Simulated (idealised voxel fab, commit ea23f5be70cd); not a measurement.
The process module that follows is named voxel trench capacitor.
Shown is cross-section cut, with a width of 160 nm and square cells of size 5 nm.
In this document a cross-section is written as a grid of square cells. It is given as a series of bands, listed from the top down, and a band is one or more rows of cells. Read a band's entry like this: the first values are the height of its top and the height of its bottom in nm, and what follows is the sequence of materials from left to right, each with its width in nm. Note that "blank" is empty space, and that a single material marked "all across" reaches across the band from edge to edge. Note: height 0 marks the level under which the wafer is uniformly one material as received. Lowest band unbounded below, written "0 down". Think of "30 to 40" as a width that walks from the first number to the second as you go down the band, top row to bottom row, taking equal-sized steps from row to row. No cell of the cross-section changed in a step that is given as "no modifications". Closed empty spaces (no open way to the top) of 8 cells or more are what "Voids, sealed" lists, each as width x height at distance from the left edge, nm for all three. That trailing text on a step's line, after the settings, is the simulator's own remark on the step. overlay nm: how far to the right of its planned place the mask lay on this masked step (negative: to the left).
[The process steps that were planned are listed below]
1 RECEIVE: material Si
2 CONFORMAL_DEP: material SiN, thk nm 5
3 DIRECTIONAL_DEP: material aC, thk nm 15
4 PATTERN: tone open, mask id TRENCH, material resist, width nm 25, pitch nm 45, thk nm 35, overlay nm 0
5 DIRECTIONAL_ETCH: etch materials aC, depth nm 15
6 STRIP: etch materials resist
7 DIRECTIONAL_ETCH: etch materials SiN, depth nm 5
8 DIRECTIONAL_ETCH: etch materials Si, depth nm 30
9 STRIP: etch materials aC
10 CONFORMAL_DEP: material Al2O3, thk nm 5
11 CONFORMAL_DEP: material TiN, thk nm 5
12 FILL_DEP: material W, thk nm 10
13 CMP: height nm 5
[Shown in cross-section is the wafer as received, that is, as it stands after step 1]
> 0 down  Si all across
> Voids, sealed: none
[Cross-section at module end, one run error; start and plan unchanged from above]
> 5 to 0  SiN 45 / Al2O3 5 / TiN 5 / W 5 / TiN 5 / Al2O3 5 / SiN 20 / Al2O3 5 / TiN 5 / W 5 / TiN 5 / Al2O3 5 / SiN 45
> 0 to -50  Si 45 / Al2O3 5 / TiN 5 / W 5 / TiN 5 / Al2O3 5 / Si 20 / Al2O3 5 / TiN 5 / W 5 / TiN 5 / Al2O3 5 / Si 45
> -50 to -55  Si 45 / Al2O3 5 / TiN 15 / Al2O3 5 / Si 20 / Al2O3 5 / TiN 15 / Al2O3 5 / Si 45
> -55 to -60  Si 45 / Al2O3 25 / Si 20 / Al2O3 25 / Si 45
> -60 down  Si all across
> Voids, sealed: none
Where did the run depart from the plan? twice, step 8 of the plan was run
